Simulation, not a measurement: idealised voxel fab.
You're looking at the process module voxel transistor to metal.
Xsec cut, 270 nm wide, square cell size 5 nm.
In what follows, cross-sections appear as grids of square cells, described through bands that run from the top down, where every band is one or more rows of cells. The band entry comprises the height of the band's top followed by the height of its bottom, expressed in nm, and subsequently the band's materials from left to right, each stated together with its width in nm. Where a single material is marked with the word "all across", that material fills the band from edge to edge. The word "empty" represents empty space. Heights are reckoned from 0. Under this level, the received wafer is all of one material. The bottommost band is open-ended downward, for example "0..down". Width "30..40": first value at the band's top row of cells, second value at its bottom row, equal change from row to row. Any step labelled "all unchanged" changed none of the cells in the cross-section. In the "Tabulated closed voids" entry, you get each enclosed empty space of 8 cells or more, one with no open way to the top, written width x height at distance, distance from the left edge, in nm. Note: text after step settings on the step line = simulator remark on that step. overlay nm: right-of-plan distance of the mask on a masked step; negative values mean left-of-plan.
Process steps (planned)
step 1: RECEIVE | material Si
step 2: OXIDIZE | depth nm 5
step 3: CONFORMAL_DEP | material SiN | thk nm 15
step 4: DIRECTIONAL_DEP | material aC | thk nm 10
step 5: PATTERN | tone cover | mask id ACTIVE | material resist | width nm 105 | pitch nm 135 | thk nm 30 | overlay nm 0
step 6: DIRECTIONAL_ETCH | etch materials aC | depth nm 10
step 7: STRIP | etch materials resist
step 8: DIRECTIONAL_ETCH | etch materials SiN | depth nm 15
step 9: DIRECTIONAL_ETCH | etch materials SiO2 | depth nm 5
step 10: DIRECTIONAL_ETCH | etch materials Si | depth nm 35
step 11: STRIP | etch materials aC
step 12: OXIDIZE | depth nm 5
step 13: FILL_DEP | material SiO2 | thk nm 15
step 14: CMP | height nm 15
step 15: SELECTIVE_ETCH | etch materials SiO2 | depth nm 15
step 16: STRIP | etch materials SiN
step 17: SELECTIVE_ETCH | etch materials SiO2 | depth nm 5
step 18: OXIDIZE | depth nm 5
step 19: DIRECTIONAL_DEP | material polySi | thk nm 25
step 20: DIRECTIONAL_DEP | material SiCN | thk nm 10
step 21: PATTERN | tone cover | mask id GATE | material resist | width nm 25 | pitch nm 135 | thk nm 15 | overlay nm 0
step 22: DIRECTIONAL_ETCH | etch materials SiCN | depth nm 20
step 23: DIRECTIONAL_ETCH | etch materials polySi | depth nm 35
step 24: STRIP | etch materials resist
step 25: CONFORMAL_DEP | material SiO2 | thk nm 5
step 26: DIRECTIONAL_ETCH | etch materials SiO2 | depth nm 5
step 27: CONFORMAL_DEP | material SiN | thk nm 5
step 28: DIRECTIONAL_ETCH | etch materials SiN | depth nm 5
step 29: DIRECTIONAL_ETCH | etch materials SiO2 | depth nm 5
step 30: DIRECTIONAL_ETCH | etch materials Si | depth nm 10
step 31: EPI | material pSi | thk nm 15
step 32: FILL_DEP | material SiO2 | thk nm 5
step 33: CMP | height nm 30
step 34: DIRECTIONAL_DEP | material SiO2 | thk nm 10
step 35: MASKED_ETCH | tone open | mask id CONTACT | width nm 15 | etch materials SiO2 | depth nm 45 | overlay nm 0
step 36: CONFORMAL_DEP | material TiN | thk nm 5
step 37: FILL_DEP | material W | thk nm 10
step 38: CMP | height nm 40
step 39: DIRECTIONAL_DEP | material TiN | thk nm 5
step 40: DIRECTIONAL_DEP | material W | thk nm 25
step 41: PATTERN | tone cover | mask id METAL_1 | material resist | width nm 15 | thk nm 20 | overlay nm 0
step 42: DIRECTIONAL_ETCH | etch materials W | depth nm 25
step 43: DIRECTIONAL_ETCH | etch materials TiN | depth nm 5
step 44: STRIP | etch materials resist
step 45: CONFORMAL_DEP | material SiCN | thk nm 5
step 46: FILL_DEP | material SiO2 | thk nm 5
step 47: CMP | height nm 70
step 48: CONFORMAL_DEP | material SiCN | thk nm 5
Step 1 complete: cross-section of the wafer as received
- 0..down: Si all across
- Tabulated closed voids: none
Wafer cross-section at module end: first of two, run to plan
- 75..70: SiCN all across
- 70..45: SiO2 (15)  SiCN (5)  W (15)  SiCN (5)  SiO2 (55)  SiCN (5)  W (15)  SiCN (5)  SiO2 (30)  SiCN (5)  W (15)  SiCN (5)  SiO2 (55)  SiCN (5)  W (15)  SiCN (5)  SiO2 (15)
- 45..40: SiCN (20)  TiN (15)  SiCN (65)  TiN (15)  SiCN (40)  TiN (15)  SiCN (65)  TiN (15)  SiCN (20)
- 40..30: SiO2 (20)  TiN (5)  W (5)  TiN (5)  SiO2 (65)  TiN (5)  W (5)  TiN (5)  SiO2 (40)  TiN (5)  W (5)  TiN (5)  SiO2 (65)  TiN (5)  W (5)  TiN (5)  SiO2 (20)
- 30..20: SiO2 (20)  TiN (5)  W (5)  TiN (5)  SiO2 (10)  SiN (5)  SiO2 (5)  SiCN (25)  SiO2 (5)  SiN (5)  SiO2 (10)  TiN (5)  W (5)  TiN (5)  SiO2 (40)  TiN (5)  W (5)  TiN (5)  SiO2 (10)  SiN (5)  SiO2 (5)  SiCN (25)  SiO2 (5)  SiN (5)  SiO2 (10)  TiN (5)  W (5)  TiN (5)  SiO2 (20)
- 20..10: SiO2 (20)  TiN (5)  W (5)  TiN (5)  SiO2 (10)  SiN (5)  SiO2 (5)  polySi (25)  SiO2 (5)  SiN (5)  SiO2 (10)  TiN (5)  W (5)  TiN (5)  SiO2 (40)  TiN (5)  W (5)  TiN (5)  SiO2 (10)  SiN (5)  SiO2 (5)  polySi (25)  SiO2 (5)  SiN (5)  SiO2 (10)  TiN (5)  W (5)  TiN (5)  SiO2 (20)
- 10..5: SiO2 (20)  TiN (15)  SiO2 (10)  SiN (5)  SiO2 (5)  polySi (25)  SiO2 (5)  SiN (5)  SiO2 (10)  TiN (15)  SiO2 (40)  TiN (15)  SiO2 (10)  SiN (5)  SiO2 (5)  polySi (25)  SiO2 (5)  SiN (5)  SiO2 (10)  TiN (15)  SiO2 (20)
- 5..-5: SiO2 (20)  TiN (10)  pSi (15)  SiN (5)  SiO2 (5)  polySi (25)  SiO2 (5)  SiN (5)  pSi (15)  TiN (10)  SiO2 (40)  TiN (10)  pSi (15)  SiN (5)  SiO2 (5)  polySi (25)  SiO2 (5)  SiN (5)  pSi (15)  TiN (10)  SiO2 (20)
- -5..-10: SiO2 (15)  pSi (30)  SiO2 (45)  pSi (30)  SiO2 (30)  pSi (30)  SiO2 (45)  pSi (30)  SiO2 (15)
- -10..-20: SiO2 (20)  pSi (25)  Si (45)  pSi (25)  SiO2 (40)  pSi (25)  Si (45)  pSi (25)  SiO2 (20)
- -20..-45: SiO2 (20)  Si (95)  SiO2 (40)  Si (95)  SiO2 (20)
- -45..down: Si all across
- Tabulated closed voids: none
Second wafer through the module, sectioned at the end: same beginning and same plan as the first wafer, with one mistake in carrying it out
- 75..70: SiCN all across
- 70..45: SiO2 (15)  SiCN (5)  W (15)  SiCN (5)  SiO2 (55)  SiCN (5)  W (15)  SiCN (5)  SiO2 (30)  SiCN (5)  W (15)  SiCN (5)  SiO2 (55)  SiCN (5)  W (15)  SiCN (5)  SiO2 (15)
- 45..40: SiCN (20)  TiN (15)  SiCN (65)  TiN (15)  SiCN (40)  TiN (15)  SiCN (65)  TiN (15)  SiCN (20)
- 40..30: SiO2 (20)  TiN (5)  W (5)  TiN (5)  SiO2 (65)  TiN (5)  W (5)  TiN (5)  SiO2 (40)  TiN (5)  W (5)  TiN (5)  SiO2 (65)  TiN (5)  W (5)  TiN (5)  SiO2 (20)
- 30..25: SiO2 (20)  TiN (5)  W (5)  TiN (5)  SiO2 (10)  SiN (5)  SiO2 (5)  SiCN (25)  SiO2 (5)  SiN (5)  SiO2 (10)  TiN (5)  W (5)  TiN (5)  SiO2 (40)  TiN (5)  W (5)  TiN (5)  SiO2 (10)  SiN (5)  SiO2 (5)  SiCN (25)  SiO2 (5)  SiN (5)  SiO2 (10)  TiN (5)  W (5)  TiN (5)  SiO2 (20)
- 25..20: SiO2 (20)  TiN (15)  SiO2 (10)  SiN (5)  SiO2 (5)  SiCN (25)  SiO2 (5)  SiN (5)  SiO2 (10)  TiN (15)  SiO2 (40)  TiN (15)  SiO2 (10)  SiN (5)  SiO2 (5)  SiCN (25)  SiO2 (5)  SiN (5)  SiO2 (10)  TiN (15)  SiO2 (20)
- 20..10: SiO2 (15)  pSi (30)  SiN (5)  SiO2 (5)  polySi (25)  SiO2 (5)  SiN (5)  pSi (30)  SiO2 (30)  pSi (30)  SiN (5)  SiO2 (5)  polySi (25)  SiO2 (5)  SiN (5)  pSi (30)  SiO2 (15)
- 10..-5: pSi (45)  SiN (5)  SiO2 (5)  polySi (25)  SiO2 (5)  SiN (5)  pSi (90)  SiN (5)  SiO2 (5)  polySi (25)  SiO2 (5)  SiN (5)  pSi (45)
- -5..-10: pSi (45)  SiO2 (45)  pSi (90)  SiO2 (45)  pSi (45)
- -10..-20: SiO2 (20)  pSi (25)  Si (45)  pSi (25)  SiO2 (40)  pSi (25)  Si (45)  pSi (25)  SiO2 (20)
- -20..-45: SiO2 (20)  Si (95)  SiO2 (40)  Si (95)  SiO2 (20)
- -45..down: Si all across
- Tabulated closed voids: none
Nonconformance to the process plan: step 31 of the plan was executed twice over
Wrapping up, a cell-based count of both wafers puts the second over or under the first for these materials: SiO2 -92, TiN -40, W -12, pSi +144
